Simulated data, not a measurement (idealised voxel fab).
Herein follows the process module entitled voxel wiring stack.
The cross-section on display is named cut; it measures 270 nm wide, and its cells are 5 nm squares.
For the purposes of this document, a cross-section shall be understood as a grid of square cells, specified as bands listed in top-to-bottom order, each band consisting of one or more rows of cells. Band: top height; bottom height; in nm. Then, left to right: material with width in nm, for each material. "full width": a single material spanning edge to edge. "air": empty space. We count height from 0. Below that, the starting wafer is all one material. The lowest band never ends at the bottom but goes on down; see "0 down" for how that is written. So if you see something like "30 to 40" for the width, read it as the top row of the band sitting at the first number and the bottom row at the second, with every row in between moving by the same amount as the last. Basically "everything unchanged" means that step didn't change any cell in the cross-section. "Closed void table": sealed empty spaces, 8 cells or more, no open way to top, listed width x height at distance, with distance from the left edge and width, height and distance in nm. Step line, after settings: the simulator's comment on this step. overlay nm: on a step with a mask, how far right of its planned place the mask lay; negative means left.
Steps planned for the process
1 RECEIVE with material Si
2 CONFORMAL_DEP with material SiO2, thk nm 15
3 CONFORMAL_DEP with material SiN, thk nm 5
4 DIRECTIONAL_DEP with material SiO2, thk nm 15
5 PATTERN with tone open, mask id METAL_1, material resist, width nm 30, pitch nm 50, thk nm 20, overlay nm 0
6 DIRECTIONAL_ETCH with etch materials SiO2, depth nm 15
7 DIRECTIONAL_ETCH with etch materials SiN, depth nm 5
8 STRIP with etch materials resist
9 CONFORMAL_DEP with material TiN, thk nm 5
10 FILL_DEP with material Cu, thk nm 10
11 CMP with height nm 35
12 CONFORMAL_DEP with material SiCN, thk nm 5
13 DIRECTIONAL_DEP with material lowk, thk nm 25
14 MASKED_ETCH with tone open, mask id METAL_2_HOLES, width nm 15, etch materials lowk, depth nm 25, overlay nm 0
15 DIRECTIONAL_DEP with material aC, thk nm 10
16 PATTERN with tone open, mask id METAL_2, material resist, width nm 30, pitch nm 50, thk nm 25, overlay nm 0
17 DIRECTIONAL_ETCH with etch materials aC, depth nm 10
18 STRIP with etch materials resist
19 DIRECTIONAL_ETCH with etch materials lowk, depth nm 15
20 DIRECTIONAL_ETCH with etch materials SiCN, depth nm 5
21 STRIP with etch materials aC
22 CONFORMAL_DEP with material TiN, thk nm 5
23 FILL_DEP with material Ru, thk nm 5
24 CMP with height nm 65
25 CONFORMAL_DEP with material SiCN, thk nm 5
26 DIRECTIONAL_DEP with material SiO2, thk nm 10
27 MASKED_ETCH with tone open, mask id PLUG_2, width nm 15, etch materials SiO2, depth nm 10, overlay nm 0
28 MASKED_ETCH with tone open, mask id PLUG_2, width nm 15, etch materials SiCN, depth nm 5, overlay nm 0
29 CONFORMAL_DEP with material TiN, thk nm 5
30 FILL_DEP with material Ru, thk nm 5
31 CMP with height nm 80
32 CONFORMAL_DEP with material SiN, thk nm 5
33 DIRECTIONAL_DEP with material SiO2, thk nm 20
34 MASKED_ETCH with tone open, mask id METAL_3, width nm 30, pitch nm 50, etch materials SiO2, depth nm 20, overlay nm 0
35 MASKED_ETCH with tone open, mask id METAL_3, width nm 30, pitch nm 50, etch materials SiN, depth nm 5, overlay nm 0
36 CONFORMAL_DEP with material TiN, thk nm 5
37 FILL_DEP with material Ru, thk nm 5
38 CMP with height nm 105
39 CONFORMAL_DEP with material SiN, thk nm 5
As-received wafer cross-section (after step 1)
	0 down: Si full width
	Closed void table: none
One mistake in running the module, otherwise start and plan as above: cross-section at the end
	110 to 105: SiN full width
	105 to 85: 95 of SiO2  5 of TiN  20 of Ru  5 of TiN  20 of SiO2  5 of TiN  20 of Ru  5 of TiN  95 of SiO2
	85 to 80: 95 of SiN  30 of TiN  20 of SiN  30 of TiN  95 of SiN
	80 to 70: 95 of SiO2  5 of TiN  5 of Ru  5 of TiN  160 of SiO2
	70 to 65: 95 of SiCN  15 of TiN  160 of SiCN
	65 to 55: 95 of lowk  5 of TiN  20 of Ru  5 of TiN  20 of lowk  5 of TiN  20 of Ru  5 of TiN  95 of lowk
	55 to 50: 95 of lowk  5 of TiN  5 of Ru  20 of TiN  20 of lowk  30 of TiN  95 of lowk
	50 to 40: 95 of lowk  5 of TiN  5 of Ru  5 of TiN  160 of lowk
	40 to 35: 95 of SiCN  15 of TiN  160 of SiCN
	35 to 30: Cu full width
	30 to 25: 100 of TiN  20 of Cu  30 of TiN  20 of Cu  100 of TiN
	25 to 10: 95 of SiO2  5 of TiN  20 of Cu  5 of TiN  20 of SiO2  5 of TiN  20 of Cu  5 of TiN  95 of SiO2
	10 to 5: 95 of SiN  30 of TiN  20 of SiN  30 of TiN  95 of SiN
	5 to 0: SiO2 full width
	0 down: Si full width
	Closed void table: none
Diagnosis: step 2 ran with different settings than intended, the actual operation and settings being CONFORMAL_DEP with material SiO2, thk nm 5
